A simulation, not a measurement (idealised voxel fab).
Title: Process Module voxel wiring stack
Square cells of 5 nm make up the cross-section cut, whose width is 210 nm.
The cross-sections in this document take the form of a grid made of square cells. They are written out as bands, in order from top to bottom. Each band consists of one or more rows of cells.
This entry defines a band. It first specifies the height of the band's top and the height of its bottom in nm, and then specifies the band's materials from left to right, stating each material with its width in nm. The word "everywhere" identifies a single material that fills the band from edge to edge, while the word "blank" identifies empty space.
Height is counted from the level 0, under which the received wafer is composed throughout of one material. The lowest of the bands is not closed at the bottom but continues downward, in the notation "0 and below".
It should be noted that a width expressed as "30 to 40" varies in equal increments from row to row of cells within the band, taking the value of the first number at the top row and that of the second number at the bottom row.
Take "all unchanged" at face value: in the step it is given for, the cross-section changed in none of its cells.
Heads up: "Closed-off voids" only lists the empty pockets with no open path to the top that are 8 cells or more, and it writes them as width x height at distance, distance from the left edge, in nm.
Formally, on a step line, whatever follows the settings is a remark that the simulator itself makes on the step.
The optional step-line setting "overlay nm" applies to steps with a mask and quantifies how far to the right of its planned location the mask lay, a negative value indicating leftward placement.

The following list gives the planned process steps:
step 1: RECEIVE [material Si]
step 2: CONFORMAL_DEP [material SiO2] [thk nm 10]
step 3: DIRECTIONAL_DEP [material TiN] [thk nm 5]
step 4: DIRECTIONAL_DEP [material W] [thk nm 25]
step 5: DIRECTIONAL_DEP [material aC] [thk nm 15]
step 6: PATTERN [tone cover] [mask id METAL_1] [material resist] [width nm 15] [pitch nm 45] [thk nm 35] [overlay nm 0]
step 7: DIRECTIONAL_ETCH [etch materials aC] [depth nm 15]
step 8: STRIP [etch materials resist]
step 9: DIRECTIONAL_ETCH [etch materials W] [depth nm 25]
step 10: DIRECTIONAL_ETCH [etch materials TiN] [depth nm 5]
step 11: STRIP [etch materials aC]
step 12: CONFORMAL_DEP [material SiN] [thk nm 5]
step 13: FILL_DEP [material lowk] [thk nm 5]
step 14: CMP [height nm 40]
step 15: CONFORMAL_DEP [material SiCN] [thk nm 5]
step 16: DIRECTIONAL_DEP [material lowk] [thk nm 15]
step 17: MASKED_ETCH [tone open] [mask id PLUG_1] [width nm 15] [pitch nm 45] [etch materials lowk] [depth nm 15] [overlay nm 0]
step 18: MASKED_ETCH [tone open] [mask id PLUG_1] [width nm 15] [pitch nm 45] [etch materials SiCN] [depth nm 5] [overlay nm 0]
step 19: CONFORMAL_DEP [material TiN] [thk nm 5]
step 20: FILL_DEP [material Ru] [thk nm 5]
step 21: CMP [height nm 60]
step 22: DIRECTIONAL_DEP [material TiN] [thk nm 5]
step 23: DIRECTIONAL_DEP [material W] [thk nm 20]
step 24: PATTERN [tone cover] [mask id METAL_2] [material resist] [width nm 20] [pitch nm 45] [thk nm 15] [overlay nm 0]
step 25: DIRECTIONAL_ETCH [etch materials W] [depth nm 20]
step 26: DIRECTIONAL_ETCH [etch materials TiN] [depth nm 5]
step 27: STRIP [etch materials resist]
step 28: CONFORMAL_DEP [material SiN] [thk nm 5]
step 29: FILL_DEP [material SiO2] [thk nm 5]
step 30: CMP [height nm 85]
step 31: CONFORMAL_DEP [material SiN] [thk nm 5]
What sets these wafers apart? The width nm at step 6. They all start alike, and the plan carries the first wafer's value.

This is how the first of several wafers looked in cross-section when it arrived, which is after step 1:
- 0 and below | Si everywhere
- Closed-off voids: none

End of module: cross-section of the first of several wafers after step 31, the last step:
- 90 down to 85 | SiN everywhere
- 85 down to 65 | SiO2=20 | SiN=5 | W=20 | SiN=5 | SiO2=15 | SiN=5 | W=20 | SiN=5 | SiO2=15 | SiN=5 | W=20 | SiN=5 | SiO2=15 | SiN=5 | W=20 | SiN=5 | SiO2=25
- 65 down to 60 | SiN=25 | TiN=20 | SiN=25 | TiN=20 | SiN=25 | TiN=20 | SiN=25 | TiN=20 | SiN=30
- 60 down to 45 | lowk=25 | TiN=5 | Ru=5 | TiN=5 | lowk=30 | TiN=5 | Ru=5 | TiN=5 | lowk=30 | TiN=5 | Ru=5 | TiN=5 | lowk=30 | TiN=5 | Ru=5 | TiN=5 | lowk=35
- 45 down to 40 | SiCN=25 | TiN=15 | SiCN=30 | TiN=15 | SiCN=30 | TiN=15 | SiCN=30 | TiN=15 | SiCN=35
- 40 down to 15 | lowk=25 | SiN=5 | W=15 | SiN=5 | lowk=20 | SiN=5 | W=15 | SiN=5 | lowk=20 | SiN=5 | W=15 | SiN=5 | lowk=20 | SiN=5 | W=15 | SiN=5 | lowk=25
- 15 down to 10 | SiN=30 | TiN=15 | SiN=30 | TiN=15 | SiN=30 | TiN=15 | SiN=30 | TiN=15 | SiN=30
- 10 down to 0 | SiO2 everywhere
- 0 and below | Si everywhere
- Closed-off voids: none

Here's the last wafer cross-sectioned at the end of the module:
- 90 down to 85 | SiN everywhere
- 85 down to 65 | SiO2=20 | SiN=5 | W=20 | SiN=5 | SiO2=15 | SiN=5 | W=20 | SiN=5 | SiO2=15 | SiN=5 | W=20 | SiN=5 | SiO2=15 | SiN=5 | W=20 | SiN=5 | SiO2=25
- 65 down to 60 | SiN=25 | TiN=20 | SiN=25 | TiN=20 | SiN=25 | TiN=20 | SiN=25 | TiN=20 | SiN=30
- 60 down to 45 | lowk=25 | TiN=5 | Ru=5 | TiN=5 | lowk=30 | TiN=5 | Ru=5 | TiN=5 | lowk=30 | TiN=5 | Ru=5 | TiN=5 | lowk=30 | TiN=5 | Ru=5 | TiN=5 | lowk=35
- 45 down to 40 | SiCN=25 | TiN=15 | SiCN=30 | TiN=15 | SiCN=30 | TiN=15 | SiCN=30 | TiN=15 | SiCN=35
- 40 down to 15 | lowk=15 | SiN=5 | W=30 | SiN=5 | lowk=5 | SiN=5 | W=30 | SiN=5 | lowk=5 | SiN=5 | W=30 | SiN=5 | lowk=5 | SiN=5 | W=30 | SiN=5 | lowk=20
- 15 down to 10 | SiN=20 | TiN=30 | SiN=15 | TiN=30 | SiN=15 | TiN=30 | SiN=15 | TiN=30 | SiN=25
- 10 down to 0 | SiO2 everywhere
- 0 and below | Si everywhere
- Closed-off voids: none

Per wafer, end of module: cells gained (+) or lost (-) per material since receipt, then closed voids:
width nm 15; +12 Ru; +30 SiCN; +170 SiN; +156 SiO2; +64 TiN; +124 W; +200 lowk; Closed-off voids: none
width nm 20; +12 Ru; +30 SiCN; +166 SiN; +156 SiO2; +68 TiN; +144 W; +180 lowk; Closed-off voids: none
width nm 25; +12 Ru; +30 SiCN; +162 SiN; +156 SiO2; +72 TiN; +164 W; +160 lowk; Closed-off voids: none
width nm 30; +12 Ru; +30 SiCN; +158 SiN; +156 SiO2; +76 TiN; +184 W; +140 lowk; Closed-off voids: none
